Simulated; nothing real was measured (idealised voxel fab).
process module | voxel air gaps
cross-section cut | 215 nm wide | cells 5 nm
A cross-section is a grid of square cells, given in bands from the top down. A band is one or more rows of cells.
Each band's line starts with the height of the band's top and of its bottom, in nm. Then come its materials from left to right, each with its width in nm. One material with "throughout" fills the band from edge to edge. "air" is empty space.
Height 0 is the level under which the wafer as received is all one material. The lowest band goes on downwards, as in "0 down".
A width such as "30 to 40" changes by the same amount from each row of cells to the next, from the band's top row to its bottom row.
"no change" after a step means that no cell of the cross-section changed.
closed voids: empty space of 8 cells or more with no open way to the top, each as width x height at its distance from the left edge, in nm
after a step's settings: what the simulator itself notes on the step
overlay nm, on a step with a mask: how far to the right of its planned place the mask lay; to the left if negative
plan
1 op RECEIVE | material Si
2 op CONFORMAL_DEP | material SiO2 | thk nm 10
3 op CONFORMAL_DEP | material SiCN | thk nm 5
4 op DIRECTIONAL_DEP | material lowk | thk nm 40
5 op DIRECTIONAL_DEP | material aC | thk nm 10
6 op PATTERN | tone open | mask id LINES | material resist | width nm 20 | pitch nm 50 | thk nm 30 | overlay nm -15
7 op DIRECTIONAL_ETCH | etch materials aC | depth nm 10
8 op STRIP | etch materials resist
9 op DIRECTIONAL_ETCH | etch materials lowk | depth nm 40
10 op STRIP | etch materials aC
11 op CONFORMAL_DEP | material TiN | thk nm 5
12 op FILL_DEP | material Cu | thk nm 5
13 op CMP | height nm 55
14 op EPI | material Ru | thk nm 10
15 op SELECTIVE_ETCH | etch materials lowk | depth nm 50
16 op CONFORMAL_DEP | material SiCN | thk nm 5
varied across the wafers: overlay nm of step 6. The plan shows the first wafer's value. All wafers start alike
first wafer as received, after step 1
  0 down: Si throughout
  closed voids: none
each wafer at the end: cells of each material gained (+) or lost (-) since it was received, then its closed voids
overlay nm -15 | +42 Cu | +48 Ru | +170 SiCN | +86 SiO2 | +54 TiN | closed voids: 20 x 30 at 55; 20 x 30 at 105
overlay nm -10 | +42 Cu | +48 Ru | +170 SiCN | +86 SiO2 | +54 TiN | closed voids: 20 x 30 at 60; 20 x 30 at 110
overlay nm -5 | +42 Cu | +48 Ru | +170 SiCN | +86 SiO2 | +54 TiN | closed voids: 20 x 30 at 65; 20 x 30 at 115
overlay nm 0 | +42 Cu | +48 Ru | +170 SiCN | +86 SiO2 | +54 TiN | closed voids: 20 x 30 at 70; 20 x 30 at 120
overlay nm 5 | +42 Cu | +48 Ru | +170 SiCN | +86 SiO2 | +54 TiN | closed voids: 20 x 30 at 75; 20 x 30 at 125
overlay nm 10 | +42 Cu | +48 Ru | +170 SiCN | +86 SiO2 | +54 TiN | closed voids: 20 x 30 at 80; 20 x 30 at 130
overlay nm 15 | +42 Cu | +48 Ru | +170 SiCN | +86 SiO2 | +54 TiN | closed voids: 20 x 30 at 85; 20 x 30 at 135
